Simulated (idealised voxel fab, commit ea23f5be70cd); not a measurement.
You're looking at the process module voxel capacitor over wiring.
This is section cut - it's 230 nm across, gridded in 5 nm square cells.
This document writes a cross-section as a grid whose cells are square, and gives it as bands, listed from the top down; one or more rows of cells form a band. It is stipulated that each band's entry specify, in nanometres, the height of the top of the band and then that of its bottom, followed by the materials of the band in left-to-right sequence, each together with its width in nanometres. A single material marked by the word "all across" is understood to fill the band from edge to edge; the word "air" is understood to denote empty space. Zero point of the height axis is 0; under it, received wafer = one material. Lowest band: continues down indefinitely, "z 0 and below". The notation "30->40" denotes a width that varies across the rows of cells in the band, beginning at the first number in the top row, finishing at the second number in the bottom row, and changing by an identical amount from each row to the next. A step reported as "no alteration" is a step in which no cell of the cross-section changed. Listed in "Enclosed cavities": every empty space of 8 or more cells without an open way to the top. Form: width x height at distance, the distance being from the left edge, all in nm. Formally, on a step line, whatever follows the settings is a remark that the simulator itself makes on the step. For masked steps, "overlay nm" on the step line gives how far right of plan the mask actually lay; a minus sign means it lay to the left.
Steps in the process plan
1,RECEIVE with material Si
2,CONFORMAL_DEP with material SiO2, thk nm 10
3,CONFORMAL_DEP with material SiCN, thk nm 5
4,DIRECTIONAL_DEP with material lowk, thk nm 20
5,MASKED_ETCH with tone open, mask id METAL_1, width nm 30, pitch nm 90, etch materials lowk, depth nm 20, overlay nm 0
6,MASKED_ETCH with tone open, mask id METAL_1, width nm 30, pitch nm 90, etch materials SiCN, depth nm 5, overlay nm 0
7,CONFORMAL_DEP with material TiN, thk nm 5
8,FILL_DEP with material W, thk nm 10
9,CMP with height nm 35
10,EPI with material Ru, thk nm 5
11,FILL_DEP with material SiCN, thk nm 5
12,DIRECTIONAL_DEP with material SiO2, thk nm 15
13,MASKED_ETCH with tone open, mask id PLUG_1, width nm 15, etch materials SiO2, depth nm 15, overlay nm 0
14,MASKED_ETCH with tone open, mask id PLUG_1, width nm 15, etch materials SiCN, depth nm 5, overlay nm 0
15,EPI with material Ru, thk nm 10
16,EPI with material Ru, thk nm 10
17,DIRECTIONAL_DEP with material TiN, thk nm 5
18,DIRECTIONAL_DEP with material SiN, thk nm 5
19,DIRECTIONAL_DEP with material TiN, thk nm 5
20,PATTERN with tone cover, mask id UPPER_PLATE, material resist, width nm 65, thk nm 15, overlay nm 0
21,DIRECTIONAL_ETCH with etch materials TiN, depth nm 5
22,DIRECTIONAL_ETCH with etch materials SiN, depth nm 5
23,STRIP with etch materials resist
24,MASKED_ETCH with tone cover, mask id LOWER_PLATE, width nm 75, etch materials TiN, depth nm 5, overlay nm 0
25,FILL_DEP with material SiO2, thk nm 20
26,CMP with height nm 90
27,PATTERN with tone open, mask id PLUG_2, material resist, width nm 15, thk nm 20, overlay nm 0
28,DIRECTIONAL_ETCH with etch materials SiO2, depth nm 15
29,STRIP with etch materials resist
30,CONFORMAL_DEP with material TiN, thk nm 5
31,FILL_DEP with material Ru, thk nm 10
32,CMP with height nm 90
33,CONFORMAL_DEP with material SiN, thk nm 5
Here's what the wafer looked like in cross-section when it arrived - that's after step 1
- z 0 and below  Si all across
- Enclosed cavities: none
Below is the wafer in cross-section after the module was completed. It began from the starting point shown above and followed the plan shown above, except that one mistake was made while running it
- z 110 to 105  SiN all across
- z 105 to 95  Ru all across
- z 95 to 90  TiN: 85  Ru: 5  TiN: 140
- z 90 to 80  SiO2: 80  TiN: 5  Ru: 5  TiN: 5  SiO2: 135
- z 80 to 70  SiO2: 80->70  TiN: 15->65  SiO2: 135->95
- z 70 to 65  SiO2: 70  SiN: 65  SiO2: 95
- z 65 to 60  SiO2: 65  TiN: 75  SiO2: 90
- z 60 to 45  SiO2: 70  Ru: 15  SiO2: 145
- z 45 to 40  SiCN: 70  Ru: 15  SiCN: 145
- z 40 to 35  SiCN: 50  Ru: 40  SiCN: 50  Ru: 40  SiCN: 50
- z 35 to 15  lowk: 55  TiN: 5  W: 20  TiN: 5  lowk: 60  TiN: 5  W: 20  TiN: 5  lowk: 55
- z 15 to 10  SiCN: 55  TiN: 30  SiCN: 60  TiN: 30  SiCN: 55
- z 10 to 0  SiO2 all across
- z 0 and below  Si all across
- Enclosed cavities: none
Misprocessing identified: no execution of plan step 32; skipped
